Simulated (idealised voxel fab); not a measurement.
Presented below is a process module, voxel trench capacitor.
The cross-section on display is named cut; it measures 285 nm wide, and its cells are 5 nm squares.
We lay out every cross-section as a grid of square cells and spell it out in bands from the top down, where one band means one or more rows of cells.
In this notation a band is specified by the heights of its top and bottom, in that order and in nm, after which its materials appear from left to right, each paired with its width in nm. The word "everywhere" attached to a single material means that material fills the band from edge to edge; the word "empty" stands for empty space.
Convention: height 0 is the level below which the wafer, as received, is all one material. The lowest band does not terminate at the bottom but continues downward, represented as "0 and below".
Per-row width for "30 to 40": begins at first number (top row of band), ends at second number (bottom row), increment between rows held constant.
"nothing changed" -> step changed no cross-section cell.
Empty spaces without an open route to the top, at least 8 cells in extent, make up the entry "closed voids"; each is given as width x height at distance, where the distance is measured from the left edge, and all are in nm.
Where a step's line continues beyond its settings, the continuation is a remark by the simulator itself on that step.
When a step includes a mask, the "overlay nm" setting on its line states how far to the right of its planned place that mask lay, and negative values state how far to the left.
Here's what the planned process steps look like:
1. RECEIVE,material Si
2. CONFORMAL_DEP,material SiN,thk nm 5
3. MASKED_ETCH,tone open,mask id TRENCH,width nm 30,pitch nm 50,etch materials SiN,depth nm 5,overlay nm 0
4. MASKED_ETCH,tone open,mask id TRENCH,width nm 20,pitch nm 50,etch materials Si,depth nm 25,overlay nm 0
5. CONFORMAL_DEP,material HfO2,thk nm 5
6. CONFORMAL_DEP,material TiN,thk nm 5
7. FILL_DEP,material W,thk nm 5
8. CMP,height nm 5
The value of width nm given for step 4 in the plan refers to the first wafer; the wafers vary in this setting and are alike at the start.
Cross-section of the first of several wafers as received (after step 1):
* 0 and below  Si everywhere
* closed voids: none
Per wafer, end of module: cells gained (+) or lost (-) per material since receipt, then closed voids:
width nm 20; +32 HfO2; -40 Si; +45 SiN; +20 TiN; closed voids: none
width nm 25; +32 HfO2; -50 Si; +45 SiN; +22 TiN; +8 W; closed voids: none
width nm 30; +32 HfO2; -60 Si; +45 SiN; +24 TiN; +16 W; closed voids: none
width nm 35; +32 HfO2; -60 Si; +45 SiN; +24 TiN; +16 W; closed voids: none
